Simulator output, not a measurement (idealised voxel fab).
The following process module bears the name voxel self aligned contacts.
This is section cut - it's 280 nm across, gridded in 5 nm square cells.
A cross-section in this document is a grid of square cells, and it is written down as bands, the top band listed before the ones below it; a band is made up of one or more rows of cells.
The band entry comprises the height of the band's top followed by the height of its bottom, expressed in nm, and subsequently the band's materials from left to right, each stated together with its width in nm. Where a single material is marked with the word "everywhere", that material fills the band from edge to edge. The word "blank" represents empty space.
Measure heights from 0. That's the level where, below it, the as-received wafer is all one material. The lowest band is bottomless and extends downward; write it as in "0 -> down".
The two numbers in a width such as "30..40" mark its ends across the band: the first belongs to the top row of cells, the second to the bottom row, and from each row to the next the width moves by the same amount.
You'll sometimes find "nothing changed" written for a step, and that's the way of saying that nowhere in the cross-section did a cell change during that step.
Any empty space of 8 cells or more lacking an open way to the top shows up in "Sealed voids" as width x height at distance, distance from the left edge, in nm.
Where a step's line continues beyond its settings, the continuation is a remark by the simulator itself on that step.
overlay nm: where the mask lay relative to plan, measured to the right, on steps with a mask; negatives go left.

# List of planned process steps
1: RECEIVE,material Si
2: CONFORMAL_DEP,material SiO2,thk nm 5
3: DIRECTIONAL_DEP,material polySi,thk nm 30
4: DIRECTIONAL_DEP,material SiN,thk nm 15
5: DIRECTIONAL_DEP,material aC,thk nm 10
6: PATTERN,tone cover,mask id GATE,material resist,width nm 30,pitch nm 60,thk nm 25,overlay nm 0
7: DIRECTIONAL_ETCH,etch materials aC,depth nm 10
8: STRIP,etch materials resist
9: DIRECTIONAL_ETCH,etch materials SiN,depth nm 15
10: DIRECTIONAL_ETCH,etch materials polySi,depth nm 30
11: STRIP,etch materials aC
12: CONFORMAL_DEP,material SiN,thk nm 5
13: DIRECTIONAL_ETCH,etch materials SiN,depth nm 5
14: FILL_DEP,material SiO2,thk nm 15
15: CMP,height nm 60
16: MASKED_ETCH,tone open,mask id CONTACT,width nm 40,etch materials SiO2,depth nm 60,overlay nm 0
17: CONFORMAL_DEP,material TiN,thk nm 5
18: FILL_DEP,material W,thk nm 10
19: CMP,height nm 60
20: CONFORMAL_DEP,material SiCN,thk nm 5

# The cross-section here shows the wafer as received, i.e. in its state after step 1
  0 -> down  Si everywhere
  Sealed voids: none

# First of two wafers, end-of-module section, run followed plan
  65 -> 60  SiCN everywhere
  60 -> 50  SiO2 (120) | TiN (5..15) | W (30..10) | TiN (5..15) | SiO2 (120)
  50 -> 35  SiO2 (90) | SiN (40) | TiN (5) | W (10) | TiN (5) | SiN (40) | SiO2 (90)
  35 -> 5  SiO2 (90) | SiN (5) | polySi (30) | SiN (5) | TiN (5) | W (10) | TiN (5) | SiN (5) | polySi (30) | SiN (5) | SiO2 (90)
  5 -> 0  SiO2 (130) | TiN (20) | SiO2 (130)
  0 -> down  Si everywhere
  Sealed voids: none

# So this is wafer number two of the two, cut at the end of the module - it started where the first did and had the same plan, we just got one thing wrong running it
  65 -> 60  SiCN everywhere
  60 -> 55  SiO2 (120) | TiN (5) | W (30) | TiN (5) | SiO2 (120)
  55 -> 50  SiO2 (120) | TiN (40) | SiO2 (120)
  50 -> 35  SiO2 (85) | SiN (50) | TiN (10) | SiN (50) | SiO2 (85)
  35 -> 5  SiO2 (85) | SiN (5) | polySi (40) | SiN (5) | TiN (10) | SiN (5) | polySi (40) | SiN (5) | SiO2 (85)
  5 -> 0  SiO2 (135) | TiN (10) | SiO2 (135)
  0 -> down  Si everywhere
  Sealed voids: none
Here's what went sideways: note that step 6 departed from the planned setting and was carried out as PATTERN,tone cover,mask id GATE,material resist,width nm 40,pitch nm 60,thk nm 25,overlay nm 0
At the finish, the second wafer shows more or fewer cells for some materials than the first does: 12 more of SiN | 16 fewer of SiO2 | 20 fewer of W | 24 more of polySi
